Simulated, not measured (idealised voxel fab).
Documented hereafter: the process module known as voxel gate over fins.
Square cell edge 5 nm, section width 200 nm, ID cut.
Bands, listed from the top down, are how a cross-section gets written in this document; the cross-section itself is a grid of square cells, and a band is one or more rows of them.
What a band's entry tells you: where the top is and where the bottom is, as heights in nm, and after that what lies inside, material by material from left to right, each with its width in nm. Empty space is written as the word "air", and a single material marked with the word "all across" occupies the band from edge to edge.
Beneath 0, the wafer as received is one material, and that level is where height counting begins. The lowest band goes on downward without a bottom; it is written like "0 -> down".
A width given as "30 to 40" starts at the first number in the band's top row and ends at the second number in its bottom row, shifting by an equal amount at every step from row to row.
Given "remained the same" for a step, no cell of the cross-section differs between before and after that step.
So "Closed cavity list" is basically the list of trapped voids: any empty space of 8 cells or more that can't reach the top through an opening. They're written width x height at distance, the distance being from the left edge, and it's all nm.
Text after the settings on a step's line: the simulator's own remark on that step.
overlay nm: mask right of planned place by this much (step with mask). Neg. = left.
-- Intended process steps
step 1: RECEIVE: material Si
step 2: CONFORMAL_DEP: material SiN, thk nm 10
step 3: DIRECTIONAL_DEP: material aC, thk nm 15
step 4: PATTERN: tone cover, mask id FINS, material resist, width nm 15, pitch nm 40, thk nm 35, overlay nm 0
step 5: DIRECTIONAL_ETCH: etch materials aC, depth nm 15
step 6: STRIP: etch materials resist
step 7: DIRECTIONAL_ETCH: etch materials SiN, depth nm 10
step 8: DIRECTIONAL_ETCH: etch materials Si, depth nm 35
step 9: STRIP: etch materials aC
step 10: OXIDIZE: depth nm 5
step 11: FILL_DEP: material SiO2, thk nm 15
step 12: CMP: height nm 10
step 13: SELECTIVE_ETCH: etch materials SiO2, depth nm 25
step 14: STRIP: etch materials SiN
step 15: CONFORMAL_DEP: material HfO2, thk nm 5
step 16: CONFORMAL_DEP: material TiN, thk nm 5
step 17: CONFORMAL_DEP: material TiAl, thk nm 5
step 18: CONFORMAL_DEP: material TiN, thk nm 5
step 19: FILL_DEP: material W, thk nm 10
step 20: CMP: height nm 25
step 21: CONFORMAL_DEP: material SiCN, thk nm 5
The plan shows the thk nm of step 21 as the first wafer had it; this setting differs between the wafers, which start out alike.
-- Cross-section of the first of several received wafers, showing its state after step 1
- 0 -> down: Si all across
- Closed cavity list: none
-- Row per wafer, end-of-module: cell gain (+)/loss (-) by material since the wafer came in, then closed voids
thk nm 5 | +58 HfO2 | -296 Si | +40 SiCN | +185 SiO2 | +58 TiAl | +110 TiN | +85 W | Closed cavity list: none
thk nm 10 | +58 HfO2 | -296 Si | +80 SiCN | +185 SiO2 | +58 TiAl | +110 TiN | +85 W | Closed cavity list: none
thk nm 15 | +58 HfO2 | -296 Si | +120 SiCN | +185 SiO2 | +58 TiAl | +110 TiN | +85 W | Closed cavity list: none
thk nm 20 | +58 HfO2 | -296 Si | +160 SiCN | +185 SiO2 | +58 TiAl | +110 TiN | +85 W | Closed cavity list: none
